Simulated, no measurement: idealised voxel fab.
This section sets out a process module, namely voxel transistor to metal.
Square cells of 5 nm make up the cross-section cut, whose width is 155 nm.
We lay out every cross-section as a grid of square cells and spell it out in bands from the top down, where one band means one or more rows of cells.
The band entry comprises the height of the band's top followed by the height of its bottom, expressed in nm, and subsequently the band's materials from left to right, each stated together with its width in nm. Where a single material is marked with the word "edge to edge", that material fills the band from edge to edge. The word "air" represents empty space.
Height is counted from the level 0, under which the received wafer is composed throughout of one material. The lowest of the bands is not closed at the bottom but continues downward, in the notation "0 and below".
Width: "30->40" (first number = top row, second number = bottom row, same change from row to row of cells).
"no change" after a step means that no cell of the cross-section changed.
"Enclosed cavities" specifies each empty space that is not open to the top and that occupies no fewer than 8 cells, using the form width x height at distance, the distance measured from the left edge and all three quantities in nm.
Note: text after step settings on the step line = simulator remark on that step.
overlay nm: how far to the right of its planned place the mask lay on this masked step (negative: to the left).

Process steps (planned):
| 1 | RECEIVE: material Si |
| 2 | OXIDIZE: depth nm 5 |
| 3 | CONFORMAL_DEP: material SiN, thk nm 15 |
| 4 | DIRECTIONAL_DEP: material aC, thk nm 15 |
| 5 | PATTERN: tone cover, mask id ACTIVE, material resist, width nm 120, thk nm 30, overlay nm 0 |
| 6 | DIRECTIONAL_ETCH: etch materials aC, depth nm 15 |
| 7 | STRIP: etch materials resist |
| 8 | DIRECTIONAL_ETCH: etch materials SiN, depth nm 15 |
| 9 | DIRECTIONAL_ETCH: etch materials SiO2, depth nm 5 |
| 10 | DIRECTIONAL_ETCH: etch materials Si, depth nm 35 |
| 11 | STRIP: etch materials aC |
| 12 | FILL_DEP: material SiO2, thk nm 15 |
| 13 | CMP: height nm 15 |
| 14 | SELECTIVE_ETCH: etch materials SiO2, depth nm 5 |
| 15 | STRIP: etch materials SiN |
| 16 | SELECTIVE_ETCH: etch materials SiO2, depth nm 5 |
| 17 | OXIDIZE: depth nm 5 |
| 18 | DIRECTIONAL_DEP: material polySi, thk nm 20 |
| 19 | DIRECTIONAL_DEP: material SiCN, thk nm 10 |
| 20 | MASKED_ETCH: tone cover, mask id GATE, width nm 30, etch materials SiCN, depth nm 20, overlay nm 0 |
| 21 | MASKED_ETCH: tone cover, mask id GATE, width nm 30, etch materials polySi, depth nm 30, overlay nm 0 |
| 22 | CONFORMAL_DEP: material SiO2, thk nm 5 |
| 23 | DIRECTIONAL_ETCH: etch materials SiO2, depth nm 5 |
| 24 | CONFORMAL_DEP: material SiN, thk nm 10 |
| 25 | DIRECTIONAL_ETCH: etch materials SiN, depth nm 10 |
| 26 | DIRECTIONAL_ETCH: etch materials SiO2, depth nm 5 |
| 27 | DIRECTIONAL_ETCH: etch materials Si, depth nm 15 |
| 28 | EPI: material SiGe, thk nm 15 |
| 29 | FILL_DEP: material SiO2, thk nm 10 |
| 30 | CMP: height nm 15 |
| 31 | STRIP: etch materials polySi |
| 32 | SELECTIVE_ETCH: etch materials SiO2, depth nm 5 |
| 33 | CONFORMAL_DEP: material HfO2, thk nm 5 |
| 34 | CONFORMAL_DEP: material TiN, thk nm 5 |
| 35 | FILL_DEP: material W, thk nm 10 |
| 36 | CMP: height nm 10 |
| 37 | DIRECTIONAL_DEP: material SiO2, thk nm 15 |
| 38 | DIRECTIONAL_DEP: material aC, thk nm 15 |
| 39 | PATTERN: tone open, mask id CONTACT, material resist, width nm 20, pitch nm 80, thk nm 30, overlay nm 0 |
| 40 | DIRECTIONAL_ETCH: etch materials aC, depth nm 15 |
| 41 | STRIP: etch materials resist |
| 42 | DIRECTIONAL_ETCH: etch materials SiO2, depth nm 20 |
| 43 | STRIP: etch materials aC |
| 44 | CONFORMAL_DEP: material TiN, thk nm 5 |
| 45 | FILL_DEP: material W, thk nm 5 |
| 46 | CMP: height nm 25 |
| 47 | DIRECTIONAL_DEP: material TiN, thk nm 5 |
| 48 | DIRECTIONAL_DEP: material W, thk nm 15 |
| 49 | MASKED_ETCH: tone cover, mask id METAL_1, width nm 20, pitch nm 80, etch materials W, depth nm 15, overlay nm 0 |
| 50 | MASKED_ETCH: tone cover, mask id METAL_1, width nm 20, pitch nm 80, etch materials TiN, depth nm 5, overlay nm 0 |
| 51 | FILL_DEP: material SiO2, thk nm 5 |
| 52 | CMP: height nm 45 |
| 53 | CONFORMAL_DEP: material SiCN, thk nm 5 |

The cross-section here shows the wafer as received, i.e. in its state after step 1:
	0 and below  Si edge to edge
	Enclosed cavities: none

Same starting wafer, same plan as above, one mistake in the execution; this is the cross-section at the end of the module:
	50 down to 45  SiCN edge to edge
	45 down to 30  SiO2=25, W=20, SiO2=60, W=20, SiO2=30
	30 down to 25  SiO2=25, TiN=20, SiO2=60, TiN=20, SiO2=30
	25 down to 20  W edge to edge
	20 down to 15  TiN=30, W=10, TiN=70, W=10, TiN=35
	15 down to 5  SiO2=25, TiN=5, W=10, TiN=5, SiO2=60, TiN=5, W=10, TiN=5, SiO2=30
	5 down to 0  SiO2=25, TiN=20, SiO2=60, TiN=20, SiO2=30
	0 down to -5  SiO2=15, SiN=10, SiGe=20, SiN=10, HfO2=5, TiN=30, HfO2=5, SiN=10, SiGe=20, SiN=10, SiO2=20
	-5 down to -10  SiO2=25, SiGe=20, SiO2=10, HfO2=40, SiO2=10, SiGe=20, SiO2=30
	-10 down to -25  SiO2=15, Si=10, SiGe=20, Si=60, SiGe=20, Si=10, SiO2=20
	-25 down to -40  SiO2=15, Si=120, SiO2=20
	-40 and below  Si edge to edge
	Enclosed cavities: none
Against the plan, the run slipped here: step 36 off recipe, ran as CMP: height nm 0
